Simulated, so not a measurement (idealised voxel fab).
process module | voxel wiring stack
cross-section cut | 165 nm wide | cells 5 nm
A cross-section is a grid of square cells, given in bands from the top down. A band is one or more rows of cells.
Each band's line starts with the height of the band's top and of its bottom, in nm. Then come its materials from left to right, each with its width in nm. One material with "throughout" fills the band from edge to edge. "air" is empty space.
Height 0 is the level under which the wafer as received is all one material. The lowest band goes on downwards, as in "0 down".
A width such as "30 to 40" changes by the same amount from each row of cells to the next, from the band's top row to its bottom row.
"no change" after a step means that no cell of the cross-section changed.
closed voids: empty space of 8 cells or more with no open way to the top, each as width x height at its distance from the left edge, in nm
after a step's settings: what the simulator itself notes on the step
overlay nm, on a step with a mask: how far to the right of its planned place the mask lay; to the left if negative
plan
1 op RECEIVE | material Si
2 op CONFORMAL_DEP | material SiO2 | thk nm 15
3 op DIRECTIONAL_DEP | material TiN | thk nm 5
4 op DIRECTIONAL_DEP | material Ru | thk nm 15
5 op MASKED_ETCH | tone cover | mask id METAL_1 | width nm 25 | pitch nm 50 | etch materials Ru | depth nm 15 | overlay nm 0
6 op MASKED_ETCH | tone cover | mask id METAL_1 | width nm 25 | pitch nm 50 | etch materials TiN | depth nm 5 | overlay nm 0
7 op CONFORMAL_DEP | material SiCN | thk nm 5
8 op FILL_DEP | material SiO2 | thk nm 10
9 op CMP | height nm 35
10 op CONFORMAL_DEP | material SiCN | thk nm 5
11 op DIRECTIONAL_DEP | material SiO2 | thk nm 30
12 op MASKED_ETCH | tone open | mask id METAL_2 | width nm 15 | pitch nm 50 | etch materials SiO2 | depth nm 15 | overlay nm 0
13 op MASKED_ETCH | tone open | mask id METAL_2_HOLES | width nm 15 | etch materials SiO2 | depth nm 15 | overlay nm 0
14 op MASKED_ETCH | tone open | mask id METAL_2_HOLES | width nm 15 | etch materials SiCN | depth nm 5 | overlay nm 0
15 op CONFORMAL_DEP | material TiN | thk nm 5
16 op FILL_DEP | material Cu | thk nm 5
17 op CMP | height nm 70
18 op CONFORMAL_DEP | material SiCN | thk nm 5
varied across the wafers: width nm of step 12. The plan shows the first wafer's value. All wafers start alike
first wafer as received, after step 1
  0 down: Si throughout
  closed voids: none
each wafer at the end: cells of each material gained (+) or lost (-) since it was received, then its closed voids
width nm 15 | +6 Cu | +30 Ru | +99 SiCN | +327 SiO2 | +33 TiN | closed voids: none
width nm 20 | +10 Cu | +30 Ru | +99 SiCN | +321 SiO2 | +35 TiN | closed voids: none
width nm 25 | +16 Cu | +30 Ru | +98 SiCN | +315 SiO2 | +36 TiN | closed voids: none
width nm 30 | +20 Cu | +30 Ru | +98 SiCN | +309 SiO2 | +38 TiN | closed voids: none
width nm 35 | +24 Cu | +30 Ru | +98 SiCN | +303 SiO2 | +40 TiN | closed voids: none
